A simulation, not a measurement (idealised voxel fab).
The process module presented herein is designated voxel local oxidation.
For reference, the cross-section in this document is cut, with width 270 nm and square cells of 5 nm.
In what follows, cross-sections appear as grids of square cells, described through bands that run from the top down, where every band is one or more rows of cells. First you get the band's top height and its bottom height, in nm, and then the materials it's made of, left to right, with each width in nm. If you see a single material with "edge to edge", that one covers the band edge to edge. "air" is empty space. Height is counted from the level 0, under which the received wafer is composed throughout of one material. The lowest of the bands is not closed at the bottom but continues downward, in the notation "z 0 and below". When a width is written as two numbers, as in "30..40", the first number is the width in the top row of cells of the band and the second is the width in its bottom row, and the width changes by the same amount from each row to the next. "no change" means the step left every cell of the cross-section as it was. You'll see "Fully sealed cavities" listing empty spaces that have no way open to the top, as long as they're 8 cells or more; the notation is width x height at distance, where the distance is from the left edge, and all of it is in nm. after a step's settings: what the simulator itself notes on the step. A step's line can hold "overlay nm"; with a mask on that step, the setting says how far right of the planned place the mask lay, while a negative setting says it lay to the left.

### The following list gives the planned process steps
1 op RECEIVE | material Si
2 op CONFORMAL_DEP | material SiO2 | thk nm 5
3 op CONFORMAL_DEP | material SiN | thk nm 15
4 op PATTERN | tone cover | mask id ACTIVE | material resist | width nm 90 | thk nm 20 | overlay nm 0
5 op DIRECTIONAL_ETCH | etch materials SiN | depth nm 15
6 op STRIP | etch materials resist
7 op SELECTIVE_ETCH | etch materials SiO2 | depth nm 5
8 op OXIDIZE | depth nm 10
9 op STRIP | etch materials SiN
Split variable: width nm, step 4. Plan value = first wafer. Wafers start alike.

### Cross-section of the first of several received wafers, showing its state after step 1
  z 0 and below  Si edge to edge
  Fully sealed cavities: none

### Quick look at the cross-section of the first of several wafers after step 9, which wraps up the module
  z 5 to 0  air=95, then SiO2=80, then air=95
  z 0 to -10  SiO2=105, then Si=60, then SiO2=105
  z -10 and below  Si edge to edge
  Fully sealed cavities: none

### Of the several wafers, the last: cross-section at the end of the module
  z 5 to 0  air=85, then SiO2=105, then air=80
  z 0 to -10  SiO2=95, then Si=85, then SiO2=90
  z -10 and below  Si edge to edge
  Fully sealed cavities: none

### Take any row and you have a wafer at the end of the module: how many cells of each material it has gained (+) or lost (-) since it was received, and then its closed voids
width nm 90, -84 Si, +100 SiO2, Fully sealed cavities: none
width nm 95, -82 Si, +99 SiO2, Fully sealed cavities: none
width nm 100, -80 Si, +98 SiO2, Fully sealed cavities: none
width nm 105, -78 Si, +97 SiO2, Fully sealed cavities: none
width nm 110, -76 Si, +96 SiO2, Fully sealed cavities: none
width nm 115, -74 Si, +95 SiO2, Fully sealed cavities: none
